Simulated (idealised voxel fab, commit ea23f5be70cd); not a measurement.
The following is a process module called voxel wiring stack.
230 nm wide, 5 nm square cells: that's cross-section cut.
For the purposes of this document, a cross-section shall be understood as a grid of square cells, specified as bands listed in top-to-bottom order, each band consisting of one or more rows of cells.
Band: top and bottom heights (nm) first, top before bottom; then materials from left to right, widths in nm. "throughout" marks a sole material filling the band edge to edge. "empty" denotes empty space.
Ref level 0: as-received wafer is one material below here. Bottom band extends down with no lower bound ("from 0 down").
So if you see something like "30 to 40" for the width, read it as the top row of the band sitting at the first number and the bottom row at the second, with every row in between moving by the same amount as the last.
Key: "no modification" - step with no changed cell in the cross-section.
Heads up: "Completely sealed voids" only lists the empty pockets with no open path to the top that are 8 cells or more, and it writes them as width x height at distance, distance from the left edge, in nm.
Step line, after settings: the simulator's comment on this step.
The line of a step may include "overlay nm". On a step with a mask, this value is how far to the right of its planned place the mask lay. A negative value means the mask lay to the left.

-- Process steps foreseen in the plan
1) RECEIVE [material Si]
2) CONFORMAL_DEP [material SiO2] [thk nm 10]
3) CONFORMAL_DEP [material SiCN] [thk nm 5]
4) DIRECTIONAL_DEP [material SiO2] [thk nm 15]
5) MASKED_ETCH [tone open] [mask id METAL_1] [width nm 20] [pitch nm 35] [etch materials SiO2] [depth nm 15] [overlay nm 0]
6) MASKED_ETCH [tone open] [mask id METAL_1] [width nm 20] [pitch nm 35] [etch materials SiCN] [depth nm 5] [overlay nm 0]
7) CONFORMAL_DEP [material TiN] [thk nm 5]
8) FILL_DEP [material W] [thk nm 5]
9) CMP [height nm 30]
10) EPI [material Ru] [thk nm 5]
11) FILL_DEP [material SiCN] [thk nm 5]
12) DIRECTIONAL_DEP [material lowk] [thk nm 20]
13) MASKED_ETCH [tone open] [mask id PLUG_1] [width nm 15] [pitch nm 35] [etch materials lowk] [depth nm 20] [overlay nm 0]
14) MASKED_ETCH [tone open] [mask id PLUG_1] [width nm 15] [pitch nm 35] [etch materials SiCN] [depth nm 5] [overlay nm 0]
15) CONFORMAL_DEP [material TiN] [thk nm 5]
16) FILL_DEP [material Cu] [thk nm 10]
17) CMP [height nm 60]
18) DIRECTIONAL_DEP [material TiN] [thk nm 5]
19) DIRECTIONAL_DEP [material W] [thk nm 20]
20) PATTERN [tone cover] [mask id METAL_2] [material resist] [width nm 20] [pitch nm 35] [thk nm 15] [overlay nm 0]
21) DIRECTIONAL_ETCH [etch materials W] [depth nm 20]
22) DIRECTIONAL_ETCH [etch materials TiN] [depth nm 5]
23) STRIP [etch materials resist]
24) FILL_DEP [material lowk] [thk nm 10]
25) CMP [height nm 85]
26) CONFORMAL_DEP [material SiCN] [thk nm 5]
27) DIRECTIONAL_DEP [material SiO2] [thk nm 30]
28) DIRECTIONAL_DEP [material aC] [thk nm 10]
29) PATTERN [tone open] [mask id METAL_3_HOLES] [material resist] [width nm 15] [pitch nm 70] [thk nm 25] [overlay nm 0]
30) DIRECTIONAL_ETCH [etch materials aC] [depth nm 10]
31) STRIP [etch materials resist]
32) DIRECTIONAL_ETCH [etch materials SiO2] [depth nm 30]
33) STRIP [etch materials aC]
34) PATTERN [tone open] [mask id METAL_3] [material resist] [width nm 20] [pitch nm 35] [thk nm 20] [overlay nm 0]
35) DIRECTIONAL_ETCH [etch materials SiO2] [depth nm 15]
36) DIRECTIONAL_ETCH [etch materials SiCN] [depth nm 5]
37) STRIP [etch materials resist]
38) CONFORMAL_DEP [material TiN] [thk nm 5]
39) FILL_DEP [material Cu] [thk nm 5]
40) CMP [height nm 120]
41) CONFORMAL_DEP [material SiCN] [thk nm 5]

-- This is the cross-section of the wafer as we received it, i.e. after step 1
> from 0 down = Si throughout
> Completely sealed voids: none

-- The following cross-section depicts the wafer upon conclusion of the module. Processing commenced from the starting condition illustrated above and adhered to the plan illustrated above, save for one mistake in execution
> from 125 to 120 = SiCN throughout
> from 120 to 110 = SiO2: 50, TiN: 5, Cu: 10, TiN: 5, SiO2: 15, TiN: 5, Cu: 10, TiN: 5, SiO2: 15, TiN: 5, Cu: 10, TiN: 5, SiO2: 15, TiN: 5, Cu: 10, TiN: 5, SiO2: 55
> from 110 to 105 = SiO2: 50, TiN: 5, Cu: 5, TiN: 10, SiO2: 15, TiN: 20, SiO2: 15, TiN: 5, Cu: 5, TiN: 10, SiO2: 15, TiN: 20, SiO2: 55
> from 105 to 90 = SiO2: 50, TiN: 5, Cu: 5, TiN: 5, SiO2: 55, TiN: 5, Cu: 5, TiN: 5, SiO2: 95
> from 90 to 85 = SiCN: 50, TiN: 15, SiCN: 55, TiN: 15, SiCN: 95
> from 85 to 65 = lowk: 50, W: 20, lowk: 15, W: 20, lowk: 15, W: 20, lowk: 15, W: 20, lowk: 55
> from 65 to 60 = lowk: 50, TiN: 20, lowk: 15, TiN: 20, lowk: 15, TiN: 20, lowk: 15, TiN: 20, lowk: 55
> from 60 to 40 = lowk: 50, TiN: 5, Cu: 5, TiN: 5, lowk: 20, TiN: 5, Cu: 5, TiN: 5, lowk: 20, TiN: 5, Cu: 5, TiN: 5, lowk: 20, TiN: 5, Cu: 5, TiN: 5, lowk: 60
> from 40 to 35 = SiCN: 50, TiN: 15, SiCN: 20, TiN: 15, SiCN: 20, TiN: 15, SiCN: 20, TiN: 15, SiCN: 60
> from 35 to 30 = SiCN: 45, Ru: 30, SiCN: 5, Ru: 30, SiCN: 5, Ru: 30, SiCN: 5, Ru: 30, SiCN: 50
> from 30 to 20 = SiO2: 50, TiN: 5, W: 10, TiN: 5, SiO2: 15, TiN: 5, W: 10, TiN: 5, SiO2: 15, TiN: 5, W: 10, TiN: 5, SiO2: 15, TiN: 5, W: 10, TiN: 5, SiO2: 55
> from 20 to 15 = SiO2: 50, TiN: 20, SiO2: 15, TiN: 20, SiO2: 15, TiN: 20, SiO2: 15, TiN: 20, SiO2: 55
> from 15 to 10 = SiCN: 60, TiN: 10, SiCN: 25, TiN: 10, SiCN: 25, TiN: 10, SiCN: 25, TiN: 10, SiCN: 55
> from 10 to 0 = SiO2 throughout
> from 0 down = Si throughout
> Completely sealed voids: none
Processing error: it should be noted that step 6 was executed with settings other than those planned, the operation and settings actually applied being MASKED_ETCH [tone open] [mask id METAL_1] [width nm 20] [pitch nm 35] [etch materials SiCN] [depth nm 5] [overlay nm 10]
